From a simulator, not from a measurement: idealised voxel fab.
The following is a process module called voxel transistor to metal.
Square cells of 5 nm make up the cross-section cut, whose width is 155 nm.
The cross-sections in this document take the form of a grid made of square cells. They are written out as bands, in order from top to bottom. Each band consists of one or more rows of cells. Each band's line starts with the height of the band's top and of its bottom, in nm. Then come its materials from left to right, each with its width in nm. One material with "everywhere" fills the band from edge to edge. "air" is empty space. For the purposes of this specification, 0 denotes the height below which the wafer in its as-received condition is composed wholly of one material, and the lowermost band, lacking a lower limit, extends downward without end, as expressed in "0 -> down". A width given as "30..40" starts at the first number in the band's top row and ends at the second number in its bottom row, shifting by an equal amount at every step from row to row. Basically "nothing different" means that step didn't change any cell in the cross-section. Sealed-off cavities: empty space of 8 cells or more with no open way to the top, each as width x height at its distance from the left edge, in nm. Formally, on a step line, whatever follows the settings is a remark that the simulator itself makes on the step. The setting "overlay nm" may be written on the line of a step. When the step uses a mask, the value reports how far to the right of the planned place the mask lay, and a negative value reports that it lay to the left.

-- Planned step list for the process
| 1 | RECEIVE [material Si] |
| 2 | OXIDIZE [depth nm 5] |
| 3 | CONFORMAL_DEP [material SiN] [thk nm 15] |
| 4 | MASKED_ETCH [tone cover] [mask id ACTIVE] [width nm 95] [etch materials SiN] [depth nm 15] [overlay nm 0] |
| 5 | MASKED_ETCH [tone cover] [mask id ACTIVE] [width nm 95] [etch materials SiO2] [depth nm 5] [overlay nm 0] |
| 6 | MASKED_ETCH [tone cover] [mask id ACTIVE] [width nm 95] [etch materials Si] [depth nm 25] [overlay nm 0] |
| 7 | OXIDIZE [depth nm 5] |
| 8 | FILL_DEP [material SiO2] [thk nm 5] |
| 9 | CMP [height nm 15] |
| 10 | SELECTIVE_ETCH [etch materials SiO2] [depth nm 10] |
| 11 | STRIP [etch materials SiN] |
| 12 | SELECTIVE_ETCH [etch materials SiO2] [depth nm 5] |
| 13 | OXIDIZE [depth nm 5] |
| 14 | DIRECTIONAL_DEP [material polySi] [thk nm 20] |
| 15 | DIRECTIONAL_DEP [material SiCN] [thk nm 10] |
| 16 | MASKED_ETCH [tone cover] [mask id GATE] [width nm 15] [etch materials SiCN] [depth nm 20] [overlay nm 0] |
| 17 | MASKED_ETCH [tone cover] [mask id GATE] [width nm 15] [etch materials polySi] [depth nm 30] [overlay nm 0] |
| 18 | CONFORMAL_DEP [material SiO2] [thk nm 5] |
| 19 | DIRECTIONAL_ETCH [etch materials SiO2] [depth nm 5] |
| 20 | CONFORMAL_DEP [material SiN] [thk nm 10] |
| 21 | DIRECTIONAL_ETCH [etch materials SiN] [depth nm 10] |
| 22 | DIRECTIONAL_ETCH [etch materials SiO2] [depth nm 5] |
| 23 | DIRECTIONAL_ETCH [etch materials Si] [depth nm 15] |
| 24 | EPI [material pSi] [thk nm 20] |
| 25 | FILL_DEP [material SiO2] [thk nm 10] |
| 26 | CMP [height nm 25] |
| 27 | DIRECTIONAL_DEP [material SiO2] [thk nm 15] |
| 28 | PATTERN [tone open] [mask id CONTACT] [material resist] [width nm 20] [pitch nm 65] [thk nm 15] [overlay nm 0] |
| 29 | DIRECTIONAL_ETCH [etch materials SiO2] [depth nm 30] |
| 30 | STRIP [etch materials resist] |
| 31 | CONFORMAL_DEP [material TiN] [thk nm 5] |
| 32 | FILL_DEP [material W] [thk nm 5] |
| 33 | CMP [height nm 40] |
| 34 | DIRECTIONAL_DEP [material TiN] [thk nm 5] |
| 35 | DIRECTIONAL_DEP [material Ru] [thk nm 25] |
| 36 | PATTERN [tone cover] [mask id METAL_1] [material resist] [width nm 20] [pitch nm 65] [thk nm 15] [overlay nm 0] |
| 37 | DIRECTIONAL_ETCH [etch materials Ru] [depth nm 25] |
| 38 | DIRECTIONAL_ETCH [etch materials TiN] [depth nm 5] |
| 39 | STRIP [etch materials resist] |
| 40 | FILL_DEP [material lowk] [thk nm 10] |
| 41 | CMP [height nm 70] |
| 42 | CONFORMAL_DEP [material SiCN] [thk nm 5] |
| 43 | DIRECTIONAL_DEP [material SiO2] [thk nm 35] |
| 44 | MASKED_ETCH [tone open] [mask id METAL_2_HOLES] [width nm 15] [pitch nm 65] [etch materials SiO2] [depth nm 35] [overlay nm 0] |
| 45 | PATTERN [tone open] [mask id METAL_2] [material resist] [width nm 20] [pitch nm 65] [thk nm 20] [overlay nm 0] |
| 46 | DIRECTIONAL_ETCH [etch materials SiO2] [depth nm 20] |
| 47 | DIRECTIONAL_ETCH [etch materials SiCN] [depth nm 5] |
| 48 | STRIP [etch materials resist] |
| 49 | CONFORMAL_DEP [material TiN] [thk nm 5] |
| 50 | FILL_DEP [material Ru] [thk nm 5] |
| 51 | CMP [height nm 110] |
| 52 | CONFORMAL_DEP [material SiCN] [thk nm 5] |

-- First wafer out of two, processed as planned

-- Delivered wafer in cross-section: state after step 1
    0 -> down | Si everywhere
    Sealed-off cavities: none

-- After step 2: wafer cross-section
    0 -> -5 | SiO2 everywhere
    Unchanged below -5.

-- After step 3: wafer cross-section
    15 -> 0 | SiN everywhere
    Unchanged below 0.

-- After step 4: wafer cross-section
    15 -> 0 | air 30; SiN 95; air 30
    Unchanged below 0.

-- After step 5: wafer cross-section
    15 -> 0 | air 30; SiN 95; air 30
    0 -> -5 | air 30; SiO2 95; air 30
    Unchanged below -5.

-- After step 6: wafer cross-section
    15 -> 0 | air 30; SiN 95; air 30
    0 -> -5 | air 30; SiO2 95; air 30
    -5 -> -30 | air 30; Si 95; air 30
    Unchanged below -30.

-- After step 7: wafer cross-section
    15 -> 0 | air 30; SiN 95; air 30
    0 -> -5 | air 30; SiO2 95; air 30
    -5 -> -30 | air 30; SiO2 5; Si 85; SiO2 5; air 30
    -30 -> -35 | SiO2 35; Si 85; SiO2 35
    Unchanged below -35.

-- After step 8: wafer cross-section
    20 -> 15 | SiO2 everywhere
    15 -> 0 | SiO2 30; SiN 95; SiO2 30
    0 -> -5 | SiO2 everywhere
    -5 -> -35 | SiO2 35; Si 85; SiO2 35
    Unchanged below -35.

-- After step 9: wafer cross-section
    15 -> 0 | SiO2 30; SiN 95; SiO2 30
    Unchanged below 0.

-- After step 10: wafer cross-section
    15 -> 5 | air 30; SiN 95; air 30
    Unchanged below 5.

-- After step 11: wafer cross-section
    5 -> 0 | SiO2 30; air 95; SiO2 30
    Unchanged below 0.

-- After step 12: wafer cross-section
    0 -> -5 | SiO2 25; air 105; SiO2 25
    Unchanged below -5.

-- After step 13: wafer cross-section
    0 -> -5 | SiO2 25; air 105; SiO2 25
    -5 -> -10 | SiO2 everywhere
    Unchanged below -10.

-- After step 14: wafer cross-section
    20 -> 15 | polySi 25; air 105; polySi 25
    15 -> 0 | polySi everywhere
    0 -> -5 | SiO2 25; polySi 105; SiO2 25
    Unchanged below -5.

-- After step 15: wafer cross-section
    30 -> 25 | SiCN 25; air 105; SiCN 25
    25 -> 20 | SiCN everywhere
    20 -> 15 | polySi 25; SiCN 105; polySi 25
    Unchanged below 15.

-- After step 16: wafer cross-section
    25 -> 20 | air 70; SiCN 15; air 70
    20 -> 15 | polySi 25; air 45; SiCN 15; air 45; polySi 25
    Unchanged below 15.

-- After step 17: wafer cross-section
    25 -> 15 | air 70; SiCN 15; air 70
    15 -> 0 | air 70; polySi 15; air 70
    0 -> -5 | SiO2 25; air 45; polySi 15; air 45; SiO2 25
    Unchanged below -5.

-- After step 18: wafer cross-section
    30 -> 25 | air 65; SiO2 25; air 65
    25 -> 15 | air 65; SiO2 5; SiCN 15; SiO2 5; air 65
    15 -> 5 | air 65; SiO2 5; polySi 15; SiO2 5; air 65
    5 -> 0 | SiO2 30; air 35; SiO2 5; polySi 15; SiO2 5; air 35; SiO2 30
    0 -> -5 | SiO2 70; polySi 15; SiO2 70
    Unchanged below -5.

-- After step 19: wafer cross-section
    25 -> 15 | air 65; SiO2 5; SiCN 15; SiO2 5; air 65
    15 -> 0 | air 65; SiO2 5; polySi 15; SiO2 5; air 65
    0 -> -5 | SiO2 30; air 35; SiO2 5; polySi 15; SiO2 5; air 35; SiO2 30
    Unchanged below -5.

-- After step 20: wafer cross-section
    35 -> 25 | air 55; SiN 45; air 55
    25 -> 15 | air 55; SiN 10; SiO2 5; SiCN 15; SiO2 5; SiN 10; air 55
    15 -> 10 | air 55; SiN 10; SiO2 5; polySi 15; SiO2 5; SiN 10; air 55
    10 -> 5 | SiN 40; air 15; SiN 10; SiO2 5; polySi 15; SiO2 5; SiN 10; air 15; SiN 40
    5 -> 0 | SiN 65; SiO2 5; polySi 15; SiO2 5; SiN 65
    0 -> -5 | SiO2 30; SiN 35; SiO2 5; polySi 15; SiO2 5; SiN 35; SiO2 30
    Unchanged below -5.

-- After step 21: wafer cross-section
    25 -> 15 | air 55; SiN 10; SiO2 5; SiCN 15; SiO2 5; SiN 10; air 55
    15 -> 0 | air 55; SiN 10; SiO2 5; polySi 15; SiO2 5; SiN 10; air 55
    0 -> -5 | SiO2 30; SiN 10; air 15; SiN 10; SiO2 5; polySi 15; SiO2 5; SiN 10; air 15; SiN 10; SiO2 30
    Unchanged below -5.

-- After step 22: wafer cross-section
    25 -> 20 | air 55; SiN 10; air 5; SiCN 15; air 5; SiN 10; air 55
    20 -> 15 | air 55; SiN 10; SiO2 5; SiCN 15; SiO2 5; SiN 10; air 55
    15 -> 0 | air 55; SiN 10; SiO2 5; polySi 15; SiO2 5; SiN 10; air 55
    0 -> -5 | air 30; SiN 10; air 15; SiN 10; SiO2 5; polySi 15; SiO2 5; SiN 10; air 15; SiN 10; air 30
    -5 -> -10 | SiO2 40; air 15; SiO2 45; air 15; SiO2 40
    Unchanged below -10.

-- After step 23: wafer cross-section
    25 -> 20 | air 55; SiN 10; air 5; SiCN 15; air 5; SiN 10; air 55
    20 -> 15 | air 55; SiN 10; SiO2 5; SiCN 15; SiO2 5; SiN 10; air 55
    15 -> 0 | air 55; SiN 10; SiO2 5; polySi 15; SiO2 5; SiN 10; air 55
    0 -> -5 | air 30; SiN 10; air 15; SiN 10; SiO2 5; polySi 15; SiO2 5; SiN 10; air 15; SiN 10; air 30
    -5 -> -10 | SiO2 40; air 15; SiO2 45; air 15; SiO2 40
    -10 -> -25 | SiO2 35; Si 5; air 15; Si 45; air 15; Si 5; SiO2 35
    Unchanged below -25.

-- After step 24: wafer cross-section
    25 -> 20 | air 55; SiN 10; air 5; SiCN 15; air 5; SiN 10; air 55
    20 -> 15 | air 55; SiN 10; SiO2 5; SiCN 15; SiO2 5; SiN 10; air 55
    15 -> 10 | air 55; SiN 10; SiO2 5; polySi 15; SiO2 5; SiN 10; air 55
    10 -> 0 | air 30; pSi 25; SiN 10; SiO2 5; polySi 15; SiO2 5; SiN 10; pSi 25; air 30
    0 -> -5 | air 30; SiN 10; pSi 15; SiN 10; SiO2 5; polySi 15; SiO2 5; SiN 10; pSi 15; SiN 10; air 30
    -5 -> -10 | SiO2 40; pSi 15; SiO2 45; pSi 15; SiO2 40
    -10 -> -25 | SiO2 35; Si 5; pSi 15; Si 45; pSi 15; Si 5; SiO2 35
    Unchanged below -25.

-- After step 25: wafer cross-section
    35 -> 25 | SiO2 everywhere
    25 -> 15 | SiO2 55; SiN 10; SiO2 5; SiCN 15; SiO2 5; SiN 10; SiO2 55
    15 -> 10 | SiO2 55; SiN 10; SiO2 5; polySi 15; SiO2 5; SiN 10; SiO2 55
    10 -> 0 | SiO2 30; pSi 25; SiN 10; SiO2 5; polySi 15; SiO2 5; SiN 10; pSi 25; SiO2 30
    0 -> -5 | SiO2 30; SiN 10; pSi 15; SiN 10; SiO2 5; polySi 15; SiO2 5; SiN 10; pSi 15; SiN 10; SiO2 30
    Unchanged below -5.

-- After step 26: wafer cross-section
    25 -> 15 | SiO2 55; SiN 10; SiO2 5; SiCN 15; SiO2 5; SiN 10; SiO2 55
    Unchanged below 15.

-- After step 27: wafer cross-section
    40 -> 25 | SiO2 everywhere
    Unchanged below 25.

-- After step 28: wafer cross-section
    55 -> 40 | resist 35; air 20; resist 45; air 20; resist 35
    Unchanged below 40.

-- After step 29: wafer cross-section
    55 -> 40 | resist 35; air 20; resist 45; air 20; resist 35
    40 -> 25 | SiO2 35; air 20; SiO2 45; air 20; SiO2 35
    25 -> 15 | SiO2 35; air 20; SiN 10; SiO2 5; SiCN 15; SiO2 5; SiN 10; air 20; SiO2 35
    15 -> 10 | SiO2 35; air 20; SiN 10; SiO2 5; polySi 15; SiO2 5; SiN 10; air 20; SiO2 35
    Unchanged below 10.

-- After step 30: wafer cross-section
    40 -> 25 | SiO2 35; air 20; SiO2 45; air 20; SiO2 35
    Unchanged below 25.

-- After step 31: wafer cross-section
    45 -> 40 | TiN 40; air 10; TiN 55; air 10; TiN 40
    40 -> 25 | SiO2 35; TiN 5; air 10; TiN 5; SiO2 45; TiN 5; air 10; TiN 5; SiO2 35
    25 -> 15 | SiO2 35; TiN 5; air 10; TiN 5; SiN 10; SiO2 5; SiCN 15; SiO2 5; SiN 10; TiN 5; air 10; TiN 5; SiO2 35
    15 -> 10 | SiO2 35; TiN 20; SiN 10; SiO2 5; polySi 15; SiO2 5; SiN 10; TiN 20; SiO2 35
    Unchanged below 10.

-- After step 32: wafer cross-section
    50 -> 45 | W everywhere
    45 -> 40 | TiN 40; W 10; TiN 55; W 10; TiN 40
    40 -> 25 | SiO2 35; TiN 5; W 10; TiN 5; SiO2 45; TiN 5; W 10; TiN 5; SiO2 35
    25 -> 15 | SiO2 35; TiN 5; W 10; TiN 5; SiN 10; SiO2 5; SiCN 15; SiO2 5; SiN 10; TiN 5; W 10; TiN 5; SiO2 35
    Unchanged below 15.

-- After step 33: wafer cross-section
    40 -> 25 | SiO2 35; TiN 5; W 10; TiN 5; SiO2 45; TiN 5; W 10; TiN 5; SiO2 35
    Unchanged below 25.

-- After step 34: wafer cross-section
    45 -> 40 | TiN everywhere
    Unchanged below 40.

-- After step 35: wafer cross-section
    70 -> 45 | Ru everywhere
    Unchanged below 45.

-- After step 36: wafer cross-section
    85 -> 70 | air 35; resist 20; air 45; resist 20; air 35
    Unchanged below 70.

-- After step 37: wafer cross-section
    85 -> 70 | air 35; resist 20; air 45; resist 20; air 35
    70 -> 45 | air 35; Ru 20; air 45; Ru 20; air 35
    Unchanged below 45.

-- After step 38: wafer cross-section
    85 -> 70 | air 35; resist 20; air 45; resist 20; air 35
    70 -> 45 | air 35; Ru 20; air 45; Ru 20; air 35
    45 -> 40 | air 35; TiN 20; air 45; TiN 20; air 35
    Unchanged below 40.

-- After step 39: wafer cross-section
    70 -> 45 | air 35; Ru 20; air 45; Ru 20; air 35
    Unchanged below 45.

-- After step 40: wafer cross-section
    80 -> 70 | lowk everywhere
    70 -> 45 | lowk 35; Ru 20; lowk 45; Ru 20; lowk 35
    45 -> 40 | lowk 35; TiN 20; lowk 45; TiN 20; lowk 35
    Unchanged below 40.

-- After step 41: wafer cross-section
    70 -> 45 | lowk 35; Ru 20; lowk 45; Ru 20; lowk 35
    Unchanged below 45.

-- After step 42: wafer cross-section
    75 -> 70 | SiCN everywhere
    Unchanged below 70.

-- After step 43: wafer cross-section
    110 -> 75 | SiO2 everywhere
    Unchanged below 75.

-- After step 44: wafer cross-section
    110 -> 75 | SiO2 35; air 15; SiO2 50; air 15; SiO2 40
    Unchanged below 75.

-- After step 45: wafer cross-section
    130 -> 110 | resist 35; air 20; resist 45; air 20; resist 35
    Unchanged below 110.

-- After step 46: wafer cross-section
    130 -> 110 | resist 35; air 20; resist 45; air 20; resist 35
    110 -> 90 | SiO2 35; air 20; SiO2 45; air 20; SiO2 35
    Unchanged below 90.

-- After step 47: wafer cross-section
    130 -> 110 | resist 35; air 20; resist 45; air 20; resist 35
    110 -> 90 | SiO2 35; air 20; SiO2 45; air 20; SiO2 35
    90 -> 75 | SiO2 35; air 15; SiO2 50; air 15; SiO2 40
    75 -> 70 | SiCN 35; air 15; SiCN 50; air 15; SiCN 40
    Unchanged below 70.

-- After step 48: wafer cross-section
    110 -> 90 | SiO2 35; air 20; SiO2 45; air 20; SiO2 35
    Unchanged below 90.

-- After step 49: wafer cross-section
    115 -> 110 | TiN 40; air 10; TiN 55; air 10; TiN 40
    110 -> 95 | SiO2 35; TiN 5; air 10; TiN 5; SiO2 45; TiN 5; air 10; TiN 5; SiO2 35
    95 -> 90 | SiO2 35; TiN 5; air 5; TiN 10; SiO2 45; TiN 5; air 5; TiN 10; SiO2 35
    90 -> 75 | SiO2 35; TiN 5; air 5; TiN 5; SiO2 50; TiN 5; air 5; TiN 5; SiO2 40
    75 -> 70 | SiCN 35; TiN 15; SiCN 50; TiN 15; SiCN 40
    Unchanged below 70.

-- After step 50: wafer cross-section
    120 -> 115 | Ru everywhere
    115 -> 110 | TiN 40; Ru 10; TiN 55; Ru 10; TiN 40
    110 -> 95 | SiO2 35; TiN 5; Ru 10; TiN 5; SiO2 45; TiN 5; Ru 10; TiN 5; SiO2 35
    95 -> 90 | SiO2 35; TiN 5; Ru 5; TiN 10; SiO2 45; TiN 5; Ru 5; TiN 10; SiO2 35
    90 -> 75 | SiO2 35; TiN 5; Ru 5; TiN 5; SiO2 50; TiN 5; Ru 5; TiN 5; SiO2 40
    Unchanged below 75.

-- After step 51: wafer cross-section
    110 -> 95 | SiO2 35; TiN 5; Ru 10; TiN 5; SiO2 45; TiN 5; Ru 10; TiN 5; SiO2 35
    Unchanged below 95.

-- After step 52: wafer cross-section
    115 -> 110 | SiCN everywhere
    Unchanged below 110.

-- The second wafer was prepared from the same starting point and under the same plan as the first; its processing contained one mistake, and it remains indistinguishable from the first wafer up to and including step 14

-- Here is the second wafer in cross-section at the point where step 15 of the plan should have been done
    25 -> 20 | SiCN 25; air 105; SiCN 25
    20 -> 15 | polySi 25; SiCN 105; polySi 25
    Unchanged below 15.

-- Here is the second wafer in cross-section at the point where step 16 of the plan should have been done
    20 -> 15 | polySi 25; air 45; SiCN 15; air 45; polySi 25
    Unchanged below 15.

-- Here is the second wafer in cross-section at the point where step 17 of the plan should have been done
    20 -> 15 | air 70; SiCN 15; air 70
    15 -> 0 | air 70; polySi 15; air 70
    0 -> -5 | SiO2 25; air 45; polySi 15; air 45; SiO2 25
    Unchanged below -5.

-- Here is the second wafer in cross-section at the point where step 18 of the plan should have been done
    25 -> 20 | air 65; SiO2 25; air 65
    20 -> 15 | air 65; SiO2 5; SiCN 15; SiO2 5; air 65
    15 -> 5 | air 65; SiO2 5; polySi 15; SiO2 5; air 65
    5 -> 0 | SiO2 30; air 35; SiO2 5; polySi 15; SiO2 5; air 35; SiO2 30
    0 -> -5 | SiO2 70; polySi 15; SiO2 70
    Unchanged below -5.

-- Here is the second wafer in cross-section at the point where step 19 of the plan should have been done
    20 -> 15 | air 65; SiO2 5; SiCN 15; SiO2 5; air 65
    15 -> 0 | air 65; SiO2 5; polySi 15; SiO2 5; air 65
    0 -> -5 | SiO2 30; air 35; SiO2 5; polySi 15; SiO2 5; air 35; SiO2 30
    Unchanged below -5.

-- Here is the second wafer in cross-section at the point where step 20 of the plan should have been done
    30 -> 20 | air 55; SiN 45; air 55
    20 -> 15 | air 55; SiN 10; SiO2 5; SiCN 15; SiO2 5; SiN 10; air 55
    15 -> 10 | air 55; SiN 10; SiO2 5; polySi 15; SiO2 5; SiN 10; air 55
    10 -> 5 | SiN 40; air 15; SiN 10; SiO2 5; polySi 15; SiO2 5; SiN 10; air 15; SiN 40
    5 -> 0 | SiN 65; SiO2 5; polySi 15; SiO2 5; SiN 65
    0 -> -5 | SiO2 30; SiN 35; SiO2 5; polySi 15; SiO2 5; SiN 35; SiO2 30
    Unchanged below -5.

-- Here is the second wafer in cross-section at the point where step 21 of the plan should have been done
    20 -> 15 | air 55; SiN 10; SiO2 5; SiCN 15; SiO2 5; SiN 10; air 55
    15 -> 0 | air 55; SiN 10; SiO2 5; polySi 15; SiO2 5; SiN 10; air 55
    0 -> -5 | SiO2 30; SiN 10; air 15; SiN 10; SiO2 5; polySi 15; SiO2 5; SiN 10; air 15; SiN 10; SiO2 30
    Unchanged below -5.

-- Here is the second wafer in cross-section at the point where step 22 of the plan should have been done
    20 -> 15 | air 55; SiN 10; air 5; SiCN 15; air 5; SiN 10; air 55
    15 -> 0 | air 55; SiN 10; SiO2 5; polySi 15; SiO2 5; SiN 10; air 55
    0 -> -5 | air 30; SiN 10; air 15; SiN 10; SiO2 5; polySi 15; SiO2 5; SiN 10; air 15; SiN 10; air 30
    -5 -> -10 | SiO2 40; air 15; SiO2 45; air 15; SiO2 40
    Unchanged below -10.

-- Here is the second wafer in cross-section at the point where step 23 of the plan should have been done
    20 -> 15 | air 55; SiN 10; air 5; SiCN 15; air 5; SiN 10; air 55
    15 -> 0 | air 55; SiN 10; SiO2 5; polySi 15; SiO2 5; SiN 10; air 55
    0 -> -5 | air 30; SiN 10; air 15; SiN 10; SiO2 5; polySi 15; SiO2 5; SiN 10; air 15; SiN 10; air 30
    -5 -> -10 | SiO2 40; air 15; SiO2 45; air 15; SiO2 40
    -10 -> -25 | SiO2 35; Si 5; air 15; Si 45; air 15; Si 5; SiO2 35
    Unchanged below -25.

-- Here is the second wafer in cross-section at the point where step 24 of the plan should have been done
    20 -> 15 | air 55; SiN 10; air 5; SiCN 15; air 5; SiN 10; air 55
    15 -> 10 | air 55; SiN 10; SiO2 5; polySi 15; SiO2 5; SiN 10; air 55
    10 -> 0 | air 30; pSi 25; SiN 10; SiO2 5; polySi 15; SiO2 5; SiN 10; pSi 25; air 30
    0 -> -5 | air 30; SiN 10; pSi 15; SiN 10; SiO2 5; polySi 15; SiO2 5; SiN 10; pSi 15; SiN 10; air 30
    -5 -> -10 | SiO2 40; pSi 15; SiO2 45; pSi 15; SiO2 40
    -10 -> -25 | SiO2 35; Si 5; pSi 15; Si 45; pSi 15; Si 5; SiO2 35
    Unchanged below -25.

-- Here is the second wafer in cross-section at the point where step 25 of the plan should have been done
    30 -> 20 | SiO2 everywhere
    20 -> 15 | SiO2 55; SiN 10; SiO2 5; SiCN 15; SiO2 5; SiN 10; SiO2 55
    15 -> 10 | SiO2 55; SiN 10; SiO2 5; polySi 15; SiO2 5; SiN 10; SiO2 55
    10 -> 0 | SiO2 30; pSi 25; SiN 10; SiO2 5; polySi 15; SiO2 5; SiN 10; pSi 25; SiO2 30
    0 -> -5 | SiO2 30; SiN 10; pSi 15; SiN 10; SiO2 5; polySi 15; SiO2 5; SiN 10; pSi 15; SiN 10; SiO2 30
    Unchanged below -5.

-- Here is the second wafer in cross-section at the point where step 26 of the plan should have been done
    25 -> 20 | SiO2 everywhere
    Unchanged below 20.

-- Here is the second wafer in cross-section at the point where step 27 of the plan should have been done
    40 -> 20 | SiO2 everywhere
    Unchanged below 20.

-- Here is the second wafer in cross-section at the point where step 28 of the plan should have been done
    55 -> 40 | resist 35; air 20; resist 45; air 20; resist 35
    Unchanged below 40.

-- Here is the second wafer in cross-section at the point where step 29 of the plan should have been done
    55 -> 40 | resist 35; air 20; resist 45; air 20; resist 35
    40 -> 20 | SiO2 35; air 20; SiO2 45; air 20; SiO2 35
    20 -> 15 | SiO2 35; air 20; SiN 10; SiO2 5; SiCN 15; SiO2 5; SiN 10; air 20; SiO2 35
    15 -> 10 | SiO2 35; air 20; SiN 10; SiO2 5; polySi 15; SiO2 5; SiN 10; air 20; SiO2 35
    Unchanged below 10.

-- Here is the second wafer in cross-section at the point where step 30 of the plan should have been done
    40 -> 20 | SiO2 35; air 20; SiO2 45; air 20; SiO2 35
    Unchanged below 20.

-- Here is the second wafer in cross-section at the point where step 31 of the plan should have been done
    45 -> 40 | TiN 40; air 10; TiN 55; air 10; TiN 40
    40 -> 20 | SiO2 35; TiN 5; air 10; TiN 5; SiO2 45; TiN 5; air 10; TiN 5; SiO2 35
    20 -> 15 | SiO2 35; TiN 5; air 10; TiN 5; SiN 10; SiO2 5; SiCN 15; SiO2 5; SiN 10; TiN 5; air 10; TiN 5; SiO2 35
    15 -> 10 | SiO2 35; TiN 20; SiN 10; SiO2 5; polySi 15; SiO2 5; SiN 10; TiN 20; SiO2 35
    Unchanged below 10.

-- Here is the second wafer in cross-section at the point where step 32 of the plan should have been done
    50 -> 45 | W everywhere
    45 -> 40 | TiN 40; W 10; TiN 55; W 10; TiN 40
    40 -> 20 | SiO2 35; TiN 5; W 10; TiN 5; SiO2 45; TiN 5; W 10; TiN 5; SiO2 35
    20 -> 15 | SiO2 35; TiN 5; W 10; TiN 5; SiN 10; SiO2 5; SiCN 15; SiO2 5; SiN 10; TiN 5; W 10; TiN 5; SiO2 35
    Unchanged below 15.

-- Here is the second wafer in cross-section at the point where step 33 of the plan should have been done
    40 -> 20 | SiO2 35; TiN 5; W 10; TiN 5; SiO2 45; TiN 5; W 10; TiN 5; SiO2 35
    Unchanged below 20.

-- Here is the second wafer in cross-section at the point where step 34 of the plan should have been done
    45 -> 40 | TiN everywhere
    Unchanged below 40.

-- Here is the second wafer in cross-section at the point where step 35 of the plan should have been done
    70 -> 45 | Ru everywhere
    Unchanged below 45.

-- Here is the second wafer in cross-section at the point where step 36 of the plan should have been done
    85 -> 70 | air 35; resist 20; air 45; resist 20; air 35
    Unchanged below 70.

-- Here is the second wafer in cross-section at the point where step 37 of the plan should have been done
    85 -> 70 | air 35; resist 20; air 45; resist 20; air 35
    70 -> 45 | air 35; Ru 20; air 45; Ru 20; air 35
    Unchanged below 45.

-- Here is the second wafer in cross-section at the point where step 38 of the plan should have been done
    85 -> 70 | air 35; resist 20; air 45; resist 20; air 35
    70 -> 45 | air 35; Ru 20; air 45; Ru 20; air 35
    45 -> 40 | air 35; TiN 20; air 45; TiN 20; air 35
    Unchanged below 40.

-- Here is the second wafer in cross-section at the point where step 39 of the plan should have been done
    70 -> 45 | air 35; Ru 20; air 45; Ru 20; air 35
    Unchanged below 45.

-- Here is the second wafer in cross-section at the point where step 40 of the plan should have been done
    80 -> 70 | lowk everywhere
    70 -> 45 | lowk 35; Ru 20; lowk 45; Ru 20; lowk 35
    45 -> 40 | lowk 35; TiN 20; lowk 45; TiN 20; lowk 35
    Unchanged below 40.

-- Here is the second wafer in cross-section at the point where step 41 of the plan should have been done
    70 -> 45 | lowk 35; Ru 20; lowk 45; Ru 20; lowk 35
    Unchanged below 45.

-- Here is the second wafer in cross-section at the point where step 42 of the plan should have been done
    75 -> 70 | SiCN everywhere
    Unchanged below 70.

-- Here is the second wafer in cross-section at the point where step 43 of the plan should have been done
    110 -> 75 | SiO2 everywhere
    Unchanged below 75.

-- Here is the second wafer in cross-section at the point where step 44 of the plan should have been done
    110 -> 75 | SiO2 35; air 15; SiO2 50; air 15; SiO2 40
    Unchanged below 75.

-- Here is the second wafer in cross-section at the point where step 45 of the plan should have been done
    130 -> 110 | resist 35; air 20; resist 45; air 20; resist 35
    Unchanged below 110.

-- Here is the second wafer in cross-section at the point where step 46 of the plan should have been done
    130 -> 110 | resist 35; air 20; resist 45; air 20; resist 35
    110 -> 90 | SiO2 35; air 20; SiO2 45; air 20; SiO2 35
    Unchanged below 90.

-- Here is the second wafer in cross-section at the point where step 47 of the plan should have been done
    130 -> 110 | resist 35; air 20; resist 45; air 20; resist 35
    110 -> 90 | SiO2 35; air 20; SiO2 45; air 20; SiO2 35
    90 -> 75 | SiO2 35; air 15; SiO2 50; air 15; SiO2 40
    75 -> 70 | SiCN 35; air 15; SiCN 50; air 15; SiCN 40
    Unchanged below 70.

-- Here is the second wafer in cross-section at the point where step 48 of the plan should have been done
    110 -> 90 | SiO2 35; air 20; SiO2 45; air 20; SiO2 35
    Unchanged below 90.

-- Here is the second wafer in cross-section at the point where step 49 of the plan should have been done
    115 -> 110 | TiN 40; air 10; TiN 55; air 10; TiN 40
    110 -> 95 | SiO2 35; TiN 5; air 10; TiN 5; SiO2 45; TiN 5; air 10; TiN 5; SiO2 35
    95 -> 90 | SiO2 35; TiN 5; air 5; TiN 10; SiO2 45; TiN 5; air 5; TiN 10; SiO2 35
    90 -> 75 | SiO2 35; TiN 5; air 5; TiN 5; SiO2 50; TiN 5; air 5; TiN 5; SiO2 40
    75 -> 70 | SiCN 35; TiN 15; SiCN 50; TiN 15; SiCN 40
    Unchanged below 70.

-- Here is the second wafer in cross-section at the point where step 50 of the plan should have been done
    120 -> 115 | Ru everywhere
    115 -> 110 | TiN 40; Ru 10; TiN 55; Ru 10; TiN 40
    110 -> 95 | SiO2 35; TiN 5; Ru 10; TiN 5; SiO2 45; TiN 5; Ru 10; TiN 5; SiO2 35
    95 -> 90 | SiO2 35; TiN 5; Ru 5; TiN 10; SiO2 45; TiN 5; Ru 5; TiN 10; SiO2 35
    90 -> 75 | SiO2 35; TiN 5; Ru 5; TiN 5; SiO2 50; TiN 5; Ru 5; TiN 5; SiO2 40
    Unchanged below 75.

-- Here is the second wafer in cross-section at the point where step 51 of the plan should have been done
    110 -> 95 | SiO2 35; TiN 5; Ru 10; TiN 5; SiO2 45; TiN 5; Ru 10; TiN 5; SiO2 35
    Unchanged below 95.

-- Here is the second wafer in cross-section at the point where step 52 of the plan should have been done
    115 -> 110 | SiCN everywhere
    Unchanged below 110.
Misprocessing identified: it should be noted that step 15 was executed with settings other than those planned, the operation and settings actually applied being DIRECTIONAL_DEP [material SiCN] [thk nm 5]
Heads up, by the end the second wafer has more or fewer cells of some materials compared to the first: -3 SiCN | -4 SiN | +7 SiO2
